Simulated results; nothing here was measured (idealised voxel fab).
Process module heading - voxel gate over fins
Cross-section cut: width 180 nm, square cells of 5 nm.
Cross-section = grid of square cells, listed top down in bands; band = one or more rows. Each band's line starts with the height of the band's top and of its bottom, in nm. Then come its materials from left to right, each with its width in nm. One material with "full width" fills the band from edge to edge. "empty" is empty space. All heights in this document are referenced to 0, defined as the level beneath which the wafer, as received, consists entirely of one material. The lowest band is not bounded below; it extends indefinitely downward and is written in the form "0 -> down". A width such as "30..40" changes by the same amount from each row of cells to the next, from the band's top row to its bottom row. It should be understood that the words "all unchanged", when stated for a given step, signify that the cross-section underwent no change in any of its cells during that step. Enclosed voids (no open way to top), threshold 8 cells or more, entry "Fully enclosed voids", notation width x height at distance, distance from left edge, nm. Step line, after settings: the simulator's comment on this step. A step's line can hold "overlay nm"; with a mask on that step, the setting says how far right of the planned place the mask lay, while a negative setting says it lay to the left.
## Process steps (planned)
1) RECEIVE: material Si
2) CONFORMAL_DEP: material SiN, thk nm 10
3) PATTERN: tone cover, mask id FINS, material resist, width nm 15, pitch nm 35, thk nm 20, overlay nm 0
4) DIRECTIONAL_ETCH: etch materials SiN, depth nm 10
5) DIRECTIONAL_ETCH: etch materials Si, depth nm 35
6) STRIP: etch materials resist
7) OXIDIZE: depth nm 5
8) FILL_DEP: material SiO2, thk nm 5
9) CMP: height nm 10
10) SELECTIVE_ETCH: etch materials SiO2, depth nm 25
11) STRIP: etch materials SiN
12) CONFORMAL_DEP: material HfO2, thk nm 5
13) CONFORMAL_DEP: material TiN, thk nm 5
14) FILL_DEP: material W, thk nm 10
15) CMP: height nm 15
16) CONFORMAL_DEP: material SiN, thk nm 5
Same starting wafers, different thk nm at step 16. Plan value belongs to the first wafer.
## First of several wafers (as received, post step 1), cross-sectional view
> 0 -> down: Si full width
> Fully enclosed voids: none
## Once step 16, the last step, is complete, the module is at its end; this is the cross-section of the first of several wafers
> 20 -> 15: SiN full width
> 15 -> 10: W full width
> 10 -> 5: W (25) | TiN (25) | W (10) | TiN (25) | W (10) | TiN (25) | W (10) | TiN (25) | W (25)
> 5 -> 0: W (25) | TiN (5) | HfO2 (15) | TiN (5) | W (10) | TiN (5) | HfO2 (15) | TiN (5) | W (10) | TiN (5) | HfO2 (15) | TiN (5) | W (10) | TiN (5) | HfO2 (15) | TiN (5) | W (25)
> 0 -> -5: W (25) | TiN (5) | HfO2 (5) | Si (5) | HfO2 (5) | TiN (5) | W (10) | TiN (5) | HfO2 (5) | Si (5) | HfO2 (5) | TiN (5) | W (10) | TiN (5) | HfO2 (5) | Si (5) | HfO2 (5) | TiN (5) | W (10) | TiN (5) | HfO2 (5) | Si (5) | HfO2 (5) | TiN (5) | W (25)
> -5 -> -10: TiN (30) | HfO2 (5) | Si (5) | HfO2 (5) | TiN (20) | HfO2 (5) | Si (5) | HfO2 (5) | TiN (20) | HfO2 (5) | Si (5) | HfO2 (5) | TiN (20) | HfO2 (5) | Si (5) | HfO2 (5) | TiN (30)
> -10 -> -15: HfO2 (35) | Si (5) | HfO2 (30) | Si (5) | HfO2 (30) | Si (5) | HfO2 (30) | Si (5) | HfO2 (35)
> -15 -> -40: SiO2 (35) | Si (5) | SiO2 (30) | Si (5) | SiO2 (30) | Si (5) | SiO2 (30) | Si (5) | SiO2 (35)
> -40 -> down: Si full width
> Fully enclosed voids: none
## End of module, last wafer sectioned
> 35 -> 15: SiN full width
> 15 -> 10: W full width
> 10 -> 5: W (25) | TiN (25) | W (10) | TiN (25) | W (10) | TiN (25) | W (10) | TiN (25) | W (25)
> 5 -> 0: W (25) | TiN (5) | HfO2 (15) | TiN (5) | W (10) | TiN (5) | HfO2 (15) | TiN (5) | W (10) | TiN (5) | HfO2 (15) | TiN (5) | W (10) | TiN (5) | HfO2 (15) | TiN (5) | W (25)
> 0 -> -5: W (25) | TiN (5) | HfO2 (5) | Si (5) | HfO2 (5) | TiN (5) | W (10) | TiN (5) | HfO2 (5) | Si (5) | HfO2 (5) | TiN (5) | W (10) | TiN (5) | HfO2 (5) | Si (5) | HfO2 (5) | TiN (5) | W (10) | TiN (5) | HfO2 (5) | Si (5) | HfO2 (5) | TiN (5) | W (25)
> -5 -> -10: TiN (30) | HfO2 (5) | Si (5) | HfO2 (5) | TiN (20) | HfO2 (5) | Si (5) | HfO2 (5) | TiN (20) | HfO2 (5) | Si (5) | HfO2 (5) | TiN (20) | HfO2 (5) | Si (5) | HfO2 (5) | TiN (30)
> -10 -> -15: HfO2 (35) | Si (5) | HfO2 (30) | Si (5) | HfO2 (30) | Si (5) | HfO2 (30) | Si (5) | HfO2 (35)
> -15 -> -40: SiO2 (35) | Si (5) | SiO2 (30) | Si (5) | SiO2 (30) | Si (5) | SiO2 (30) | Si (5) | SiO2 (35)
> -40 -> down: Si full width
> Fully enclosed voids: none
## Basically each wafer gets a line in the table, showing it at the end of the module: material by material, the cells it gained (+) or lost (-) since we got it, then its closed voids
thk nm 5 | +60 HfO2 | -256 Si | +36 SiN | +160 SiO2 | +60 TiN | +84 W | Fully enclosed voids: none
thk nm 10 | +60 HfO2 | -256 Si | +72 SiN | +160 SiO2 | +60 TiN | +84 W | Fully enclosed voids: none
thk nm 15 | +60 HfO2 | -256 Si | +108 SiN | +160 SiO2 | +60 TiN | +84 W | Fully enclosed voids: none
thk nm 20 | +60 HfO2 | -256 Si | +144 SiN | +160 SiO2 | +60 TiN | +84 W | Fully enclosed voids: none
